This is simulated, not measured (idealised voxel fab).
You're looking at the process module voxel gate over fins.
Cross-sectional view cut (width: 265 nm; square cell size: 5 nm).
Throughout this document, each cross-section is represented as a grid of square cells and is presented as a sequence of bands enumerated from the top downward, where a band comprises one or more rows of cells.
Quick guide to a band line: top height, bottom height (nm) up front; then every material left to right with its width in nm. Only one material and it's marked "throughout"? Then it fills the band edge to edge. And "blank" just means empty space.
The level at which height equals 0 is the one under which the wafer, as it arrives, is entirely one material. No lower edge exists for the bottom band, which continues downward and is notated as in "from 0 down".
The expression "30 to 40" gives the width at the extremes of the band, the first number at its top row of cells and the second at its bottom row, with the width changing by equal amounts from each row to the next in between.
It should be understood that the words "no modification", when stated for a given step, signify that the cross-section underwent no change in any of its cells during that step.
The list in "Entrapped void list" covers empty spaces of 8 cells or more that cannot reach the top through any open way, and it gives each as width x height at distance; the distance is from the left edge, and width, height and distance are in nm.
Read whatever lies past the settings on a step's line as the simulator's own remark about the step.
overlay nm, on a step with a mask: how far to the right of its planned place the mask lay; to the left if negative

The following list gives the planned process steps
1) RECEIVE,material Si
2) CONFORMAL_DEP,material SiN,thk nm 5
3) DIRECTIONAL_DEP,material aC,thk nm 15
4) PATTERN,tone cover,mask id FINS,material resist,width nm 15,pitch nm 40,thk nm 35,overlay nm 0
5) DIRECTIONAL_ETCH,etch materials aC,depth nm 15
6) STRIP,etch materials resist
7) DIRECTIONAL_ETCH,etch materials SiN,depth nm 5
8) DIRECTIONAL_ETCH,etch materials Si,depth nm 40
9) STRIP,etch materials aC
10) FILL_DEP,material SiO2,thk nm 10
11) CMP,height nm 5
12) SELECTIVE_ETCH,etch materials SiO2,depth nm 15
13) STRIP,etch materials SiN
14) CONFORMAL_DEP,material HfO2,thk nm 5
15) CONFORMAL_DEP,material TiN,thk nm 5
16) FILL_DEP,material W,thk nm 15
17) CMP,height nm 20
18) CONFORMAL_DEP,material SiCN,thk nm 5

First of two wafers - as planned

As received (post step 1): cross-section
* from 0 down = Si throughout
* Entrapped void list: none

Cross-section through the wafer, step 2 finished
* from 5 to 0 = SiN throughout
* Unchanged below 0.

Cross-section through the wafer, step 3 finished
* from 20 to 5 = aC throughout
* Unchanged below 5.

Cross-section through the wafer, step 4 finished
* from 55 to 20 = 105 nm blank, 15 nm resist, 25 nm blank, 15 nm resist, 105 nm blank
* Unchanged below 20.

Cross-section through the wafer, step 5 finished
* from 40 to 20 = 105 nm blank, 15 nm resist, 25 nm blank, 15 nm resist, 105 nm blank
* from 20 to 5 = 105 nm blank, 15 nm aC, 25 nm blank, 15 nm aC, 105 nm blank
* Unchanged below 5.

Cross-section through the wafer, step 6 finished
* from 20 to 5 = 105 nm blank, 15 nm aC, 25 nm blank, 15 nm aC, 105 nm blank
* Unchanged below 5.

Cross-section through the wafer, step 7 finished
* from 20 to 5 = 105 nm blank, 15 nm aC, 25 nm blank, 15 nm aC, 105 nm blank
* from 5 to 0 = 105 nm blank, 15 nm SiN, 25 nm blank, 15 nm SiN, 105 nm blank
* Unchanged below 0.

Cross-section through the wafer, step 8 finished
* from 20 to 5 = 105 nm blank, 15 nm aC, 25 nm blank, 15 nm aC, 105 nm blank
* from 5 to 0 = 105 nm blank, 15 nm SiN, 25 nm blank, 15 nm SiN, 105 nm blank
* from 0 to -40 = 105 nm blank, 15 nm Si, 25 nm blank, 15 nm Si, 105 nm blank
* Unchanged below -40.

Cross-section through the wafer, step 9 finished
* from 5 to 0 = 105 nm blank, 15 nm SiN, 25 nm blank, 15 nm SiN, 105 nm blank
* Unchanged below 0.

Cross-section through the wafer, step 10 finished
* from 15 to 5 = SiO2 throughout
* from 5 to 0 = 105 nm SiO2, 15 nm SiN, 25 nm SiO2, 15 nm SiN, 105 nm SiO2
* from 0 to -40 = 105 nm SiO2, 15 nm Si, 25 nm SiO2, 15 nm Si, 105 nm SiO2
* Unchanged below -40.

Cross-section through the wafer, step 11 finished
* from 5 to 0 = 105 nm SiO2, 15 nm SiN, 25 nm SiO2, 15 nm SiN, 105 nm SiO2
* Unchanged below 0.

Cross-section through the wafer, step 12 finished
* from 5 to 0 = 105 nm blank, 15 nm SiN, 25 nm blank, 15 nm SiN, 105 nm blank
* from 0 to -10 = 105 nm blank, 15 nm Si, 25 nm blank, 15 nm Si, 105 nm blank
* Unchanged below -10.

Cross-section through the wafer, step 13 finished
* from 0 to -10 = 105 nm blank, 15 nm Si, 25 nm blank, 15 nm Si, 105 nm blank
* Unchanged below -10.

Cross-section through the wafer, step 14 finished
* from 5 to 0 = 100 nm blank, 25 nm HfO2, 15 nm blank, 25 nm HfO2, 100 nm blank
* from 0 to -5 = 100 nm blank, 5 nm HfO2, 15 nm Si, 5 nm HfO2, 15 nm blank, 5 nm HfO2, 15 nm Si, 5 nm HfO2, 100 nm blank
* from -5 to -10 = 105 nm HfO2, 15 nm Si, 25 nm HfO2, 15 nm Si, 105 nm HfO2
* Unchanged below -10.

Cross-section through the wafer, step 15 finished
* from 10 to 5 = 95 nm blank, 35 nm TiN, 5 nm blank, 35 nm TiN, 95 nm blank
* from 5 to 0 = 95 nm blank, 5 nm TiN, 25 nm HfO2, 5 nm TiN, 5 nm blank, 5 nm TiN, 25 nm HfO2, 5 nm TiN, 95 nm blank
* from 0 to -5 = 100 nm TiN, 5 nm HfO2, 15 nm Si, 5 nm HfO2, 15 nm TiN, 5 nm HfO2, 15 nm Si, 5 nm HfO2, 100 nm TiN
* Unchanged below -5.

Cross-section through the wafer, step 16 finished
* from 25 to 10 = W throughout
* from 10 to 5 = 95 nm W, 35 nm TiN, 5 nm W, 35 nm TiN, 95 nm W
* from 5 to 0 = 95 nm W, 5 nm TiN, 25 nm HfO2, 5 nm TiN, 5 nm W, 5 nm TiN, 25 nm HfO2, 5 nm TiN, 95 nm W
* Unchanged below 0.

Cross-section through the wafer, step 17 finished
* from 20 to 10 = W throughout
* Unchanged below 10.

Cross-section through the wafer, step 18 finished
* from 25 to 20 = SiCN throughout
* Unchanged below 20.

For the second wafer, take the first wafer's start and plan, then add one mistake made in running it; everything through step 11, that step included, is shared with the first

At the planned end of step 12, the second wafer in cross-section
* from 5 to 0 = 105 nm blank, 15 nm SiN, 25 nm blank, 15 nm SiN, 105 nm blank
* from 0 to -25 = 105 nm blank, 15 nm Si, 25 nm blank, 15 nm Si, 105 nm blank
* Unchanged below -25.

At the planned end of step 13, the second wafer in cross-section
* from 0 to -25 = 105 nm blank, 15 nm Si, 25 nm blank, 15 nm Si, 105 nm blank
* Unchanged below -25.

At the planned end of step 14, the second wafer in cross-section
* from 5 to 0 = 100 nm blank, 25 nm HfO2, 15 nm blank, 25 nm HfO2, 100 nm blank
* from 0 to -20 = 100 nm blank, 5 nm HfO2, 15 nm Si, 5 nm HfO2, 15 nm blank, 5 nm HfO2, 15 nm Si, 5 nm HfO2, 100 nm blank
* from -20 to -25 = 105 nm HfO2, 15 nm Si, 25 nm HfO2, 15 nm Si, 105 nm HfO2
* Unchanged below -25.

At the planned end of step 15, the second wafer in cross-section
* from 10 to 5 = 95 nm blank, 35 nm TiN, 5 nm blank, 35 nm TiN, 95 nm blank
* from 5 to 0 = 95 nm blank, 5 nm TiN, 25 nm HfO2, 5 nm TiN, 5 nm blank, 5 nm TiN, 25 nm HfO2, 5 nm TiN, 95 nm blank
* from 0 to -15 = 95 nm blank, 5 nm TiN, 5 nm HfO2, 15 nm Si, 5 nm HfO2, 5 nm TiN, 5 nm blank, 5 nm TiN, 5 nm HfO2, 15 nm Si, 5 nm HfO2, 5 nm TiN, 95 nm blank
* from -15 to -20 = 100 nm TiN, 5 nm HfO2, 15 nm Si, 5 nm HfO2, 15 nm TiN, 5 nm HfO2, 15 nm Si, 5 nm HfO2, 100 nm TiN
* Unchanged below -20.

At the planned end of step 16, the second wafer in cross-section
* from 25 to 10 = W throughout
* from 10 to 5 = 95 nm W, 35 nm TiN, 5 nm W, 35 nm TiN, 95 nm W
* from 5 to 0 = 95 nm W, 5 nm TiN, 25 nm HfO2, 5 nm TiN, 5 nm W, 5 nm TiN, 25 nm HfO2, 5 nm TiN, 95 nm W
* from 0 to -15 = 95 nm W, 5 nm TiN, 5 nm HfO2, 15 nm Si, 5 nm HfO2, 5 nm TiN, 5 nm W, 5 nm TiN, 5 nm HfO2, 15 nm Si, 5 nm HfO2, 5 nm TiN, 95 nm W
* Unchanged below -15.

At the planned end of step 17, the second wafer in cross-section
* from 20 to 10 = W throughout
* Unchanged below 10.

At the planned end of step 18, the second wafer in cross-section
* from 25 to 20 = SiCN throughout
* Unchanged below 20.
What broke from the plan during processing? heads up, step 12 of the plan got done twice
Final difference in cells, second wafer against first, listed per material as more or fewer: HfO2 +12; SiO2 -141; TiN +12; W +117
